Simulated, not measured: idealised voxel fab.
You're looking at the process module voxel ribs on slabs.
Square cells of 5 nm make up the cross-section cut, whose width is 240 nm.
Cross-section, as written here: a square-cell grid given band by band from the top down, where a band holds one or more rows of cells. It is stipulated that each band's entry specify, in nanometres, the height of the top of the band and then that of its bottom, followed by the materials of the band in left-to-right sequence, each together with its width in nanometres. A single material marked by the word "edge to edge" is understood to fill the band from edge to edge; the word "empty" is understood to denote empty space. Heights are measured from 0, the level below which the as-received wafer is all one material; the lowest band has no bottom and continues downward, written as in "0 -> down". Width "30->40": first value at the band's top row of cells, second value at its bottom row, equal change from row to row. Key: "left unchanged" - step with no changed cell in the cross-section. Closed-off voids of 8+ cells (no open route to the top) go in "Enclosed cavities", written width x height at distance from the left edge, in nm. Whatever follows a step's settings on its line is a remark the simulator itself makes about that step. overlay nm, on a step with a mask: how far to the right of its planned place the mask lay; to the left if negative.
-- The planned process steps are enumerated hereunder
| 1 | RECEIVE | material Si |
| 2 | DIRECTIONAL_DEP | material SiO2 | thk nm 20 |
| 3 | DIRECTIONAL_DEP | material SiN | thk nm 20 |
| 4 | MASKED_ETCH | tone cover | mask id RIB | width nm 20 | etch materials SiN | depth nm 5 | overlay nm 0 |
| 5 | DIRECTIONAL_DEP | material aC | thk nm 10 |
| 6 | PATTERN | tone cover | mask id SLAB | material resist | width nm 60 | thk nm 25 | overlay nm 0 |
| 7 | DIRECTIONAL_ETCH | etch materials aC | depth nm 10 |
| 8 | STRIP | etch materials resist |
| 9 | DIRECTIONAL_ETCH | etch materials SiN | depth nm 15 |
| 10 | STRIP | etch materials aC |
| 11 | FILL_DEP | material SiO2 | thk nm 25 |
| 12 | CMP | height nm 55 |
| 13 | DIRECTIONAL_DEP | material W | thk nm 5 |
| 14 | DIRECTIONAL_DEP | material aC | thk nm 15 |
| 15 | PATTERN | tone cover | mask id HEATER | material resist | width nm 30 | thk nm 30 | overlay nm 0 |
| 16 | DIRECTIONAL_ETCH | etch materials aC | depth nm 15 |
| 17 | STRIP | etch materials resist |
| 18 | DIRECTIONAL_ETCH | etch materials W | depth nm 5 |
| 19 | STRIP | etch materials aC |
| 20 | CONFORMAL_DEP | material SiO2 | thk nm 5 |
-- Run as planned: first of two wafers
-- Cross-section of the wafer as it came to us, i.e., already through step 1
* 0 -> down: Si edge to edge
* Enclosed cavities: none
-- Sectional view: wafer, after step 2
* 20 -> 0: SiO2 edge to edge
* Nothing below the height 0 has changed.
-- Sectional view: wafer, after step 3
* 40 -> 20: SiN edge to edge
* Nothing below the height 20 has changed.
-- Sectional view: wafer, after step 4
* 40 -> 35: empty (110), SiN (20), empty (110)
* Nothing below the height 35 has changed.
-- Sectional view: wafer, after step 5
* 50 -> 45: empty (110), aC (20), empty (110)
* 45 -> 40: aC edge to edge
* 40 -> 35: aC (110), SiN (20), aC (110)
* Nothing below the height 35 has changed.
-- Sectional view: wafer, after step 6
* 75 -> 50: empty (90), resist (60), empty (90)
* 50 -> 45: empty (90), resist (20), aC (20), resist (20), empty (90)
* Nothing below the height 45 has changed.
-- Sectional view: wafer, after step 7
* 65 -> 50: empty (90), resist (60), empty (90)
* 50 -> 45: empty (90), resist (20), aC (20), resist (20), empty (90)
* 45 -> 40: empty (90), aC (60), empty (90)
* 40 -> 35: empty (90), aC (20), SiN (20), aC (20), empty (90)
* Nothing below the height 35 has changed.
-- Sectional view: wafer, after step 8
* 50 -> 40: empty (110->90), aC (20->60), empty (110->90)
* Nothing below the height 40 has changed.
-- Sectional view: wafer, after step 9
* 50 -> 40: empty (110->90), aC (20->60), empty (110->90)
* 40 -> 35: empty (90), aC (20), SiN (20), aC (20), empty (90)
* 35 -> 20: empty (90), SiN (60), empty (90)
* Nothing below the height 20 has changed.
-- Sectional view: wafer, after step 10
* 40 -> 35: empty (110), SiN (20), empty (110)
* Nothing below the height 35 has changed.
-- Sectional view: wafer, after step 11
* 65 -> 40: SiO2 edge to edge
* 40 -> 35: SiO2 (110), SiN (20), SiO2 (110)
* 35 -> 20: SiO2 (90), SiN (60), SiO2 (90)
* Nothing below the height 20 has changed.
-- Sectional view: wafer, after step 12
* 55 -> 40: SiO2 edge to edge
* Nothing below the height 40 has changed.
-- Sectional view: wafer, after step 13
* 60 -> 55: W edge to edge
* Nothing below the height 55 has changed.
-- Sectional view: wafer, after step 14
* 75 -> 60: aC edge to edge
* Nothing below the height 60 has changed.
-- Sectional view: wafer, after step 15
* 105 -> 75: empty (105), resist (30), empty (105)
* Nothing below the height 75 has changed.
-- Sectional view: wafer, after step 16
* 90 -> 75: empty (105), resist (30), empty (105)
* 75 -> 60: empty (105), aC (30), empty (105)
* Nothing below the height 60 has changed.
-- Sectional view: wafer, after step 17
* 75 -> 60: empty (105), aC (30), empty (105)
* Nothing below the height 60 has changed.
-- Sectional view: wafer, after step 18
* 75 -> 60: empty (105), aC (30), empty (105)
* 60 -> 55: empty (105), W (30), empty (105)
* Nothing below the height 55 has changed.
-- Sectional view: wafer, after step 19
* 60 -> 55: empty (105), W (30), empty (105)
* Nothing below the height 55 has changed.
-- Sectional view: wafer, after step 20
* 65 -> 60: empty (100), SiO2 (40), empty (100)
* 60 -> 55: SiO2 (105), W (30), SiO2 (105)
* Nothing below the height 55 has changed.
-- Second wafer. Start and plan as for the first. One mistake made in running. Agrees with the first up to and including step 3
-- Cross-section, second wafer, at the end time the plan gives for step 4
* 40 -> 35: SiN (110), empty (20), SiN (110)
* Nothing below the height 35 has changed.
-- Cross-section, second wafer, at the end time the plan gives for step 5
* 50 -> 45: aC (110), empty (20), aC (110)
* 45 -> 40: aC edge to edge
* 40 -> 35: SiN (110), aC (20), SiN (110)
* Nothing below the height 35 has changed.
-- Cross-section, second wafer, at the end time the plan gives for step 6
* 75 -> 50: empty (90), resist (60), empty (90)
* 50 -> 45: aC (110), resist (20), aC (110)
* Nothing below the height 45 has changed.
-- Cross-section, second wafer, at the end time the plan gives for step 7
* 65 -> 50: empty (90), resist (60), empty (90)
* 50 -> 45: empty (90), aC (20), resist (20), aC (20), empty (90)
* 45 -> 40: empty (90), aC (60), empty (90)
* Nothing below the height 40 has changed.
-- Cross-section, second wafer, at the end time the plan gives for step 8
* 50 -> 45: empty (90), aC (20), empty (20), aC (20), empty (90)
* Nothing below the height 45 has changed.
-- Cross-section, second wafer, at the end time the plan gives for step 9
* 50 -> 45: empty (90), aC (20), empty (20), aC (20), empty (90)
* 45 -> 40: empty (90), aC (60), empty (90)
* 40 -> 35: empty (90), SiN (20), aC (20), SiN (20), empty (90)
* 35 -> 25: empty (90), SiN (60), empty (90)
* Nothing below the height 25 has changed.
-- Cross-section, second wafer, at the end time the plan gives for step 10
* 40 -> 35: empty (90), SiN (20), empty (20), SiN (20), empty (90)
* Nothing below the height 35 has changed.
-- Cross-section, second wafer, at the end time the plan gives for step 11
* 65 -> 40: SiO2 edge to edge
* 40 -> 35: SiO2 (90), SiN (20), SiO2 (20), SiN (20), SiO2 (90)
* 35 -> 25: SiO2 (90), SiN (60), SiO2 (90)
* Nothing below the height 25 has changed.
-- Cross-section, second wafer, at the end time the plan gives for step 12
* 55 -> 40: SiO2 edge to edge
* Nothing below the height 40 has changed.
-- Cross-section, second wafer, at the end time the plan gives for step 13
* 60 -> 55: W edge to edge
* Nothing below the height 55 has changed.
-- Cross-section, second wafer, at the end time the plan gives for step 14
* 75 -> 60: aC edge to edge
* Nothing below the height 60 has changed.
-- Cross-section, second wafer, at the end time the plan gives for step 15
* 105 -> 75: empty (105), resist (30), empty (105)
* Nothing below the height 75 has changed.
-- Cross-section, second wafer, at the end time the plan gives for step 16
* 90 -> 75: empty (105), resist (30), empty (105)
* 75 -> 60: empty (105), aC (30), empty (105)
* Nothing below the height 60 has changed.
-- Cross-section, second wafer, at the end time the plan gives for step 17
* 75 -> 60: empty (105), aC (30), empty (105)
* Nothing below the height 60 has changed.
-- Cross-section, second wafer, at the end time the plan gives for step 18
* 75 -> 60: empty (105), aC (30), empty (105)
* 60 -> 55: empty (105), W (30), empty (105)
* Nothing below the height 55 has changed.
-- Cross-section, second wafer, at the end time the plan gives for step 19
* 60 -> 55: empty (105), W (30), empty (105)
* Nothing below the height 55 has changed.
-- Cross-section, second wafer, at the end time the plan gives for step 20
* 65 -> 60: empty (100), SiO2 (40), empty (100)
* 60 -> 55: SiO2 (105), W (30), SiO2 (105)
* Nothing below the height 55 has changed.
Which mistake was made when the wafer was run? contrary to plan, step 4 was performed as MASKED_ETCH | tone open | mask id RIB | width nm 20 | etch materials SiN | depth nm 5 | overlay nm 0
Heads up, by the end the second wafer has more or fewer cells of some materials compared to the first: SiN: 40 more; SiO2: 40 fewer
